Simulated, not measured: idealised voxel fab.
The process module presented herein is designated voxel self aligned vias.
240 nm wide, 5 nm square cells: that's cross-section cut.
For the purposes of this document, a cross-section shall be understood as a grid of square cells, specified as bands listed in top-to-bottom order, each band consisting of one or more rows of cells. The band entry comprises the height of the band's top followed by the height of its bottom, expressed in nm, and subsequently the band's materials from left to right, each stated together with its width in nm. Where a single material is marked with the word "everywhere", that material fills the band from edge to edge. The word "air" represents empty space. Heights from 0 (as-received wafer is one material below). Bottom band endless downward, as "0 down". So if you see something like "30 to 40" for the width, read it as the top row of the band sitting at the first number and the bottom row at the second, with every row in between moving by the same amount as the last. Step marked "nothing different"? Then no cell in the cross-section changed in it. Reported under the label "Unvented internal voids" are the empty spaces having no open way to the top and comprising 8 cells or more; the notation for each is width x height at distance, in which the distance is measured from the left edge and all three values are in nm. Whatever follows a step's settings on its line is a remark the simulator itself makes about that step. What "overlay nm" on a step's line means: if the step has a mask, that mask lay this far to the right of its planned place, or, when the value is negative, to the left.

### Planned process steps
- 1: RECEIVE with material Si
- 2: CONFORMAL_DEP with material SiO2, thk nm 15
- 3: CONFORMAL_DEP with material SiCN, thk nm 5
- 4: DIRECTIONAL_DEP with material lowk, thk nm 25
- 5: MASKED_ETCH with tone open, mask id LINES, width nm 30, pitch nm 65, etch materials lowk, depth nm 25, overlay nm 0
- 6: CONFORMAL_DEP with material TiN, thk nm 5
- 7: FILL_DEP with material W, thk nm 10
- 8: CMP with height nm 45
- 9: SELECTIVE_ETCH with etch materials W Ru TiN, depth nm 10
- 10: FILL_DEP with material SiN, thk nm 5
- 11: CMP with height nm 45
- 12: DIRECTIONAL_DEP with material lowk, thk nm 20
- 13: PATTERN with tone open, mask id VIAS, material resist, width nm 40, pitch nm 65, thk nm 15, overlay nm 0
- 14: DIRECTIONAL_ETCH with etch materials lowk, depth nm 20
- 15: DIRECTIONAL_ETCH with etch materials SiN, depth nm 10
- 16: STRIP with etch materials resist
- 17: CONFORMAL_DEP with material TiN, thk nm 5
- 18: FILL_DEP with material Cu, thk nm 5
- 19: CMP with height nm 65
- 20: CONFORMAL_DEP with material SiCN, thk nm 5

### As-received state of the wafer in cross-section, equivalent to post-step 1
  0 down: Si everywhere
  Unvented internal voids: none

### First of two wafers: cross-section at end of module, run per plan
  70 to 65: SiCN everywhere
  65 to 50: 35 lowk | 5 TiN | 30 Cu | 5 TiN | 25 lowk | 5 TiN | 30 Cu | 5 TiN | 25 lowk | 5 TiN | 30 Cu | 5 TiN | 35 lowk
  50 to 40: 35 to 40 lowk | 10 to 5 TiN | 20 Cu | 10 to 5 TiN | 25 to 35 lowk | 10 to 5 TiN | 20 Cu | 10 to 5 TiN | 25 to 35 lowk | 10 to 5 TiN | 20 Cu | 10 to 5 TiN | 35 to 40 lowk
  40 to 35: 40 lowk | 30 TiN | 35 lowk | 30 TiN | 35 lowk | 30 TiN | 40 lowk
  35 to 25: 40 lowk | 5 TiN | 20 W | 5 TiN | 35 lowk | 5 TiN | 20 W | 5 TiN | 35 lowk | 5 TiN | 20 W | 5 TiN | 40 lowk
  25 to 20: 40 lowk | 30 TiN | 35 lowk | 30 TiN | 35 lowk | 30 TiN | 40 lowk
  20 to 15: SiCN everywhere
  15 to 0: SiO2 everywhere
  0 down: Si everywhere
  Unvented internal voids: none

### Cross-section of the latter of the two wafers at module completion. It had an identical start and an identical plan to the former; in running it, one mistake was made
  70 to 65: SiCN everywhere
  65 to 50: 35 lowk | 5 TiN | 30 Cu | 5 TiN | 25 lowk | 5 TiN | 30 Cu | 5 TiN | 25 lowk | 5 TiN | 30 Cu | 5 TiN | 35 lowk
  50 to 40: 35 to 40 lowk | 10 to 5 TiN | 20 Cu | 10 to 5 TiN | 25 to 35 lowk | 10 to 5 TiN | 20 Cu | 10 to 5 TiN | 25 to 35 lowk | 10 to 5 TiN | 20 Cu | 10 to 5 TiN | 35 to 40 lowk
  40 to 35: 40 lowk | 30 TiN | 35 lowk | 30 TiN | 35 lowk | 30 TiN | 40 lowk
  35 to 25: 40 lowk | 5 TiN | 20 W | 5 TiN | 35 lowk | 5 TiN | 20 W | 5 TiN | 35 lowk | 5 TiN | 20 W | 5 TiN | 40 lowk
  25 to 20: 40 lowk | 30 TiN | 35 lowk | 30 TiN | 35 lowk | 30 TiN | 40 lowk
  20 to 5: SiO2 everywhere
  5 to 0: SiCN everywhere
  0 down: Si everywhere
  Unvented internal voids: none
What went wrong in running the wafer? a sequencing error occurred in which plan steps 2 and 3 were transposed
By the end, you'd get the same cell count for each material on either wafer, but the second wafer puts them somewhere else.
